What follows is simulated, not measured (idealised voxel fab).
process module | voxel transistor to metal
cross-section cut | 165 nm wide | cells 5 nm
A cross-section is a grid of square cells, given in bands from the top down. A band is one or more rows of cells.
Each band's line starts with the height of the band's top and of its bottom, in nm. Then come its materials from left to right, each with its width in nm. One material with "throughout" fills the band from edge to edge. "air" is empty space.
Height 0 is the level under which the wafer as received is all one material. The lowest band goes on downwards, as in "0 down".
A width such as "30 to 40" changes by the same amount from each row of cells to the next, from the band's top row to its bottom row.
"no change" after a step means that no cell of the cross-section changed.
closed voids: empty space of 8 cells or more with no open way to the top, each as width x height at its distance from the left edge, in nm
after a step's settings: what the simulator itself notes on the step
overlay nm, on a step with a mask: how far to the right of its planned place the mask lay; to the left if negative
plan
1 op RECEIVE | material Si
2 op OXIDIZE | depth nm 5
3 op CONFORMAL_DEP | material SiN | thk nm 15
4 op MASKED_ETCH | tone cover | mask id ACTIVE | width nm 105 | etch materials SiN | depth nm 15 | overlay nm 0
5 op MASKED_ETCH | tone cover | mask id ACTIVE | width nm 105 | etch materials SiO2 | depth nm 5 | overlay nm 0
6 op MASKED_ETCH | tone cover | mask id ACTIVE | width nm 105 | etch materials Si | depth nm 35 | overlay nm 0
7 op FILL_DEP | material SiO2 | thk nm 10
8 op CMP | height nm 15
9 op SELECTIVE_ETCH | etch materials SiO2 | depth nm 15
10 op STRIP | etch materials SiN
11 op SELECTIVE_ETCH | etch materials SiO2 | depth nm 5
12 op OXIDIZE | depth nm 5
13 op DIRECTIONAL_DEP | material polySi | thk nm 20
14 op DIRECTIONAL_DEP | material SiCN | thk nm 15
15 op PATTERN | tone cover | mask id GATE | material resist | width nm 15 | thk nm 15 | overlay nm 0
16 op DIRECTIONAL_ETCH | etch materials SiCN | depth nm 25
17 op DIRECTIONAL_ETCH | etch materials polySi | depth nm 30
18 op STRIP | etch materials resist
19 op CONFORMAL_DEP | material SiN | thk nm 5
20 op DIRECTIONAL_ETCH | etch materials SiN | depth nm 5
21 op DIRECTIONAL_ETCH | etch materials SiO2 | depth nm 5
22 op DIRECTIONAL_ETCH | etch materials Si | depth nm 15
23 op EPI | material SiGe | thk nm 15
24 op FILL_DEP | material SiO2 | thk nm 5
25 op CMP | height nm 30
26 op DIRECTIONAL_DEP | material SiO2 | thk nm 10
27 op DIRECTIONAL_DEP | material aC | thk nm 10
28 op PATTERN | tone open | mask id CONTACT | material resist | width nm 20 | pitch nm 75 | thk nm 25 | overlay nm 0
29 op DIRECTIONAL_ETCH | etch materials aC | depth nm 10
30 op STRIP | etch materials resist
31 op DIRECTIONAL_ETCH | etch materials SiO2 | depth nm 50
32 op STRIP | etch materials aC
33 op CONFORMAL_DEP | material TiN | thk nm 5
34 op FILL_DEP | material Ru | thk nm 5
35 op CMP | height nm 40
36 op DIRECTIONAL_DEP | material TiN | thk nm 5
37 op DIRECTIONAL_DEP | material Ru | thk nm 25
38 op PATTERN | tone cover | mask id METAL_1 | material resist | width nm 20 | pitch nm 75 | thk nm 15 | overlay nm 0
39 op DIRECTIONAL_ETCH | etch materials Ru | depth nm 25
40 op DIRECTIONAL_ETCH | etch materials TiN | depth nm 5
41 op STRIP | etch materials resist
42 op CONFORMAL_DEP | material SiCN | thk nm 5
43 op FILL_DEP | material SiO2 | thk nm 10
44 op CMP | height nm 70
45 op CONFORMAL_DEP | material SiN | thk nm 5
as received, after step 1
  0 down: Si throughout
  closed voids: none
first wafer at the end, as planned
  75 to 70: SiN throughout
  70 to 45: SiO2 30 | SiCN 5 | Ru 20 | SiCN 5 | SiO2 45 | SiCN 5 | Ru 20 | SiCN 5 | SiO2 30
  45 to 40: SiCN 35 | TiN 20 | SiCN 55 | TiN 20 | SiCN 35
  40 to 30: SiO2 35 | TiN 5 | Ru 10 | TiN 5 | SiO2 55 | TiN 5 | Ru 10 | TiN 5 | SiO2 35
  30 to 15: SiO2 35 | TiN 5 | Ru 10 | TiN 5 | SiO2 15 | SiN 5 | SiCN 15 | SiN 5 | SiO2 15 | TiN 5 | Ru 10 | TiN 5 | SiO2 35
  15 to 5: SiO2 35 | TiN 5 | Ru 10 | TiN 5 | SiO2 15 | SiN 5 | polySi 15 | SiN 5 | SiO2 15 | TiN 5 | Ru 10 | TiN 5 | SiO2 35
  5 to -5: SiO2 35 | TiN 5 | Ru 10 | TiN 5 | SiGe 15 | SiN 5 | polySi 15 | SiN 5 | SiGe 15 | TiN 5 | Ru 10 | TiN 5 | SiO2 35
  -5 to -10: SiO2 35 | TiN 20 | SiGe 15 | SiO2 25 | SiGe 15 | TiN 20 | SiO2 35
  -10 to -25: SiO2 30 | SiGe 40 | Si 25 | SiGe 40 | SiO2 30
  -25 to -40: SiO2 30 | Si 105 | SiO2 30
  -40 down: Si throughout
  closed voids: none
second wafer at the end: like start, like plan, one mistake
  75 to 70: SiN throughout
  70 to 45: SiO2 30 | SiCN 5 | Ru 20 | SiCN 5 | SiO2 45 | SiCN 5 | Ru 20 | SiCN 5 | SiO2 30
  45 to 40: SiCN 35 | TiN 20 | SiCN 55 | TiN 20 | SiCN 35
  40 to 30: SiO2 35 | TiN 5 | Ru 10 | TiN 5 | SiO2 55 | TiN 5 | Ru 10 | TiN 5 | SiO2 35
  30 to 15: SiO2 35 | TiN 5 | Ru 10 | TiN 5 | SiO2 10 | SiN 5 | SiCN 25 | SiN 5 | SiO2 10 | TiN 5 | Ru 10 | TiN 5 | SiO2 35
  15 to 5: SiO2 35 | TiN 5 | Ru 10 to 5 | TiN 5 to 10 | SiO2 10 | SiN 5 | polySi 25 | SiN 5 | SiO2 10 | TiN 5 to 10 | Ru 10 to 5 | TiN 5 | SiO2 35
  5 to -5: SiO2 35 | TiN 5 | Ru 5 | TiN 5 | SiGe 15 | SiN 5 | polySi 25 | SiN 5 | SiGe 15 | TiN 5 | Ru 5 | TiN 5 | SiO2 35
  -5 to -10: SiO2 35 | TiN 15 | SiGe 15 | SiO2 35 | SiGe 15 | TiN 15 | SiO2 35
  -10 to -25: SiO2 30 | SiGe 35 | Si 35 | SiGe 35 | SiO2 30
  -25 to -40: SiO2 30 | Si 105 | SiO2 30
  -40 down: Si throughout
  closed voids: none
what went wrong: step 15 ran as: op PATTERN | tone cover | mask id GATE | material resist | width nm 25 | thk nm 15 | overlay nm 0
at the end the second wafer has, in cells: 6 fewer of Ru | 6 more of Si | 6 more of SiCN | 6 fewer of SiGe | 8 fewer of SiO2 | 8 more of polySi
